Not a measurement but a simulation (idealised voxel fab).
process module | voxel wiring stack
cross-section cut | 300 nm wide | cells 5 nm
A cross-section is a grid of square cells, given in bands from the top down. A band is one or more rows of cells.
Each band's line starts with the height of the band's top and of its bottom, in nm. Then come its materials from left to right, each with its width in nm. One material with "throughout" fills the band from edge to edge. "air" is empty space.
Height 0 is the level under which the wafer as received is all one material. The lowest band goes on downwards, as in "0 down".
A width such as "30 to 40" changes by the same amount from each row of cells to the next, from the band's top row to its bottom row.
"no change" after a step means that no cell of the cross-section changed.
closed voids: empty space of 8 cells or more with no open way to the top, each as width x height at its distance from the left edge, in nm
after a step's settings: what the simulator itself notes on the step
overlay nm, on a step with a mask: how far to the right of its planned place the mask lay; to the left if negative
plan
1 op RECEIVE | material Si
2 op CONFORMAL_DEP | material SiO2 | thk nm 15
3 op CONFORMAL_DEP | material SiN | thk nm 5
4 op DIRECTIONAL_DEP | material lowk | thk nm 25
5 op DIRECTIONAL_DEP | material aC | thk nm 10
6 op PATTERN | tone open | mask id METAL_1 | material resist | width nm 30 | pitch nm 55 | thk nm 30 | overlay nm 0
7 op DIRECTIONAL_ETCH | etch materials aC | depth nm 10
8 op STRIP | etch materials resist
9 op DIRECTIONAL_ETCH | etch materials lowk | depth nm 25
10 op DIRECTIONAL_ETCH | etch materials SiN | depth nm 5
11 op STRIP | etch materials aC
12 op CONFORMAL_DEP | material TiN | thk nm 5
13 op FILL_DEP | material Cu | thk nm 5
14 op CMP | height nm 45
15 op CONFORMAL_DEP | material SiCN | thk nm 5
16 op DIRECTIONAL_DEP | material lowk | thk nm 15
17 op MASKED_ETCH | tone open | mask id PLUG_1 | width nm 15 | pitch nm 55 | etch materials lowk | depth nm 15 | overlay nm 0
18 op MASKED_ETCH | tone open | mask id PLUG_1 | width nm 15 | pitch nm 55 | etch materials SiCN | depth nm 5 | overlay nm 0
19 op EPI | material Ru | thk nm 10
20 op EPI | material Ru | thk nm 10
21 op DIRECTIONAL_DEP | material TiN | thk nm 5
22 op DIRECTIONAL_DEP | material Ru | thk nm 15
23 op DIRECTIONAL_DEP | material aC | thk nm 15
24 op PATTERN | tone cover | mask id METAL_2 | material resist | width nm 30 | pitch nm 55 | thk nm 35 | overlay nm 0
25 op DIRECTIONAL_ETCH | etch materials aC | depth nm 15
26 op STRIP | etch materials resist
27 op DIRECTIONAL_ETCH | etch materials Ru | depth nm 15
28 op DIRECTIONAL_ETCH | etch materials TiN | depth nm 5
29 op STRIP | etch materials aC
30 op CONFORMAL_DEP | material SiCN | thk nm 5
31 op FILL_DEP | material SiO2 | thk nm 5
32 op CMP | height nm 85
33 op CONFORMAL_DEP | material SiCN | thk nm 5
34 op DIRECTIONAL_DEP | material SiO2 | thk nm 20
35 op PATTERN | tone open | mask id PLUG_2 | material resist | width nm 15 | pitch nm 55 | thk nm 15 | overlay nm 0
36 op DIRECTIONAL_ETCH | etch materials SiO2 | depth nm 20
37 op DIRECTIONAL_ETCH | etch materials SiCN | depth nm 5
38 op STRIP | etch materials resist
39 op CONFORMAL_DEP | material TiN | thk nm 5
40 op FILL_DEP | material Ru | thk nm 10
41 op CMP | height nm 110
42 op CONFORMAL_DEP | material SiCN | thk nm 5
43 op DIRECTIONAL_DEP | material lowk | thk nm 20
44 op PATTERN | tone open | mask id METAL_3 | material resist | width nm 30 | pitch nm 55 | thk nm 15 | overlay nm 0
45 op DIRECTIONAL_ETCH | etch materials lowk | depth nm 20
46 op DIRECTIONAL_ETCH | etch materials SiCN | depth nm 5
47 op STRIP | etch materials resist
48 op CONFORMAL_DEP | material TiN | thk nm 5
49 op FILL_DEP | material Ru | thk nm 5
50 op CMP | height nm 135
51 op CONFORMAL_DEP | material SiCN | thk nm 5
52 op DIRECTIONAL_DEP | material SiO2 | thk nm 20
53 op DIRECTIONAL_DEP | material aC | thk nm 10
54 op PATTERN | tone open | mask id PLUG_3 | material resist | width nm 15 | pitch nm 55 | thk nm 25 | overlay nm -15
55 op DIRECTIONAL_ETCH | etch materials aC | depth nm 10
56 op STRIP | etch materials resist
57 op DIRECTIONAL_ETCH | etch materials SiO2 | depth nm 20
58 op DIRECTIONAL_ETCH | etch materials SiCN | depth nm 5
59 op STRIP | etch materials aC
60 op CONFORMAL_DEP | material TiN | thk nm 5
61 op FILL_DEP | material W | thk nm 5
62 op CMP | height nm 160
63 op CONFORMAL_DEP | material SiCN | thk nm 5
64 op DIRECTIONAL_DEP | material SiO2 | thk nm 15
65 op MASKED_ETCH | tone open | mask id METAL_4 | width nm 30 | pitch nm 55 | etch materials SiO2 | depth nm 15 | overlay nm 0
66 op MASKED_ETCH | tone open | mask id METAL_4 | width nm 30 | pitch nm 55 | etch materials SiCN | depth nm 5 | overlay nm 0
67 op CONFORMAL_DEP | material TiN | thk nm 5
68 op FILL_DEP | material Ru | thk nm 5
69 op CMP | height nm 180
70 op EPI | material Ru | thk nm 5
71 op FILL_DEP | material SiCN | thk nm 5
varied across the wafers: overlay nm of step 54. The plan shows the first wafer's value. All wafers start alike
first wafer as received, after step 1
  0 down: Si throughout
  closed voids: none
first wafer at the end, after step 71
  190 to 185: SiCN throughout
  185 to 180: SiCN 75 | Ru 40 | SiCN 15 | Ru 40 | SiCN 15 | Ru 40 | SiCN 75
  180 to 165: SiO2 80 | TiN 5 | Ru 20 | TiN 5 | SiO2 25 | TiN 5 | Ru 20 | TiN 5 | SiO2 25 | TiN 5 | Ru 20 | TiN 5 | SiO2 80
  165 to 160: SiCN 80 | TiN 30 | SiCN 25 | TiN 30 | SiCN 25 | TiN 30 | SiCN 80
  160 to 140: SiO2 65 | TiN 5 | W 5 | TiN 5 | SiO2 40 | TiN 5 | W 5 | TiN 5 | SiO2 40 | TiN 5 | W 5 | TiN 5 | SiO2 110
  140 to 135: SiCN 65 | TiN 15 | SiCN 40 | TiN 15 | SiCN 40 | TiN 15 | SiCN 110
  135 to 115: lowk 80 | TiN 5 | Ru 20 | TiN 5 | lowk 25 | TiN 5 | Ru 20 | TiN 5 | lowk 25 | TiN 5 | Ru 20 | TiN 5 | lowk 80
  115 to 110: SiCN 80 | TiN 30 | SiCN 25 | TiN 30 | SiCN 25 | TiN 30 | SiCN 80
  110 to 90: SiO2 80 | TiN 5 | Ru 5 | TiN 5 | SiO2 40 | TiN 5 | Ru 5 | TiN 5 | SiO2 40 | TiN 5 | Ru 5 | TiN 5 | SiO2 95
  90 to 85: SiCN 80 | TiN 15 | SiCN 40 | TiN 15 | SiCN 40 | TiN 15 | SiCN 95
  85 to 70: SiO2 75 | SiCN 5 | Ru 30 | SiCN 5 | SiO2 15 | SiCN 5 | Ru 30 | SiCN 5 | SiO2 15 | SiCN 5 | Ru 30 | SiCN 5 | SiO2 75
  70 to 65: SiCN 80 | TiN 30 | SiCN 25 | TiN 30 | SiCN 25 | TiN 30 | SiCN 80
  65 to 50: lowk 80 | Ru 15 | lowk 40 | Ru 15 | lowk 40 | Ru 15 | lowk 95
  50 to 45: SiCN 80 | Ru 15 | SiCN 40 | Ru 15 | SiCN 40 | Ru 15 | SiCN 95
  45 to 20: lowk 80 | TiN 5 | Cu 20 | TiN 5 | lowk 25 | TiN 5 | Cu 20 | TiN 5 | lowk 25 | TiN 5 | Cu 20 | TiN 5 | lowk 80
  20 to 15: SiN 80 | TiN 30 | SiN 25 | TiN 30 | SiN 25 | TiN 30 | SiN 80
  15 to 0: SiO2 throughout
  0 down: Si throughout
  closed voids: none
last wafer at the end
  190 to 185: SiCN throughout
  185 to 180: SiCN 75 | Ru 40 | SiCN 15 | Ru 40 | SiCN 15 | Ru 40 | SiCN 75
  180 to 165: SiO2 80 | TiN 5 | Ru 20 | TiN 5 | SiO2 25 | TiN 5 | Ru 20 | TiN 5 | SiO2 25 | TiN 5 | Ru 20 | TiN 5 | SiO2 80
  165 to 160: SiCN 80 | TiN 30 | SiCN 25 | TiN 30 | SiCN 25 | TiN 30 | SiCN 80
  160 to 140: SiO2 95 | TiN 5 | W 5 | TiN 5 | SiO2 40 | TiN 5 | W 5 | TiN 5 | SiO2 40 | TiN 5 | W 5 | TiN 5 | SiO2 80
  140 to 135: SiCN 95 | TiN 15 | SiCN 40 | TiN 15 | SiCN 40 | TiN 15 | SiCN 80
  135 to 115: lowk 80 | TiN 5 | Ru 20 | TiN 5 | lowk 25 | TiN 5 | Ru 20 | TiN 5 | lowk 25 | TiN 5 | Ru 20 | TiN 5 | lowk 80
  115 to 110: SiCN 80 | TiN 30 | SiCN 25 | TiN 30 | SiCN 25 | TiN 30 | SiCN 80
  110 to 90: SiO2 80 | TiN 5 | Ru 5 | TiN 5 | SiO2 40 | TiN 5 | Ru 5 | TiN 5 | SiO2 40 | TiN 5 | Ru 5 | TiN 5 | SiO2 95
  90 to 85: SiCN 80 | TiN 15 | SiCN 40 | TiN 15 | SiCN 40 | TiN 15 | SiCN 95
  85 to 70: SiO2 75 | SiCN 5 | Ru 30 | SiCN 5 | SiO2 15 | SiCN 5 | Ru 30 | SiCN 5 | SiO2 15 | SiCN 5 | Ru 30 | SiCN 5 | SiO2 75
  70 to 65: SiCN 80 | TiN 30 | SiCN 25 | TiN 30 | SiCN 25 | TiN 30 | SiCN 80
  65 to 50: lowk 80 | Ru 15 | lowk 40 | Ru 15 | lowk 40 | Ru 15 | lowk 95
  50 to 45: SiCN 80 | Ru 15 | SiCN 40 | Ru 15 | SiCN 40 | Ru 15 | SiCN 95
  45 to 20: lowk 80 | TiN 5 | Cu 20 | TiN 5 | lowk 25 | TiN 5 | Cu 20 | TiN 5 | lowk 25 | TiN 5 | Cu 20 | TiN 5 | lowk 80
  20 to 15: SiN 80 | TiN 30 | SiN 25 | TiN 30 | SiN 25 | TiN 30 | SiN 80
  15 to 0: SiO2 throughout
  0 down: Si throughout
  closed voids: none
each wafer at the end: cells of each material gained (+) or lost (-) since it was received, then its closed voids
overlay nm -15 | +60 Cu | +210 Ru | +393 SiCN | +42 SiN | +822 SiO2 | +210 TiN | +12 W | +531 lowk | closed voids: none
overlay nm -10 | +60 Cu | +210 Ru | +393 SiCN | +42 SiN | +822 SiO2 | +210 TiN | +12 W | +531 lowk | closed voids: none
overlay nm -5 | +60 Cu | +210 Ru | +393 SiCN | +42 SiN | +822 SiO2 | +210 TiN | +12 W | +531 lowk | closed voids: none
overlay nm 0 | +60 Cu | +210 Ru | +393 SiCN | +42 SiN | +822 SiO2 | +210 TiN | +12 W | +531 lowk | closed voids: none
overlay nm 5 | +60 Cu | +210 Ru | +393 SiCN | +42 SiN | +822 SiO2 | +210 TiN | +12 W | +531 lowk | closed voids: none
overlay nm 10 | +60 Cu | +210 Ru | +393 SiCN | +42 SiN | +822 SiO2 | +210 TiN | +12 W | +531 lowk | closed voids: none
overlay nm 15 | +60 Cu | +210 Ru | +393 SiCN | +42 SiN | +822 SiO2 | +210 TiN | +12 W | +531 lowk | closed voids: none
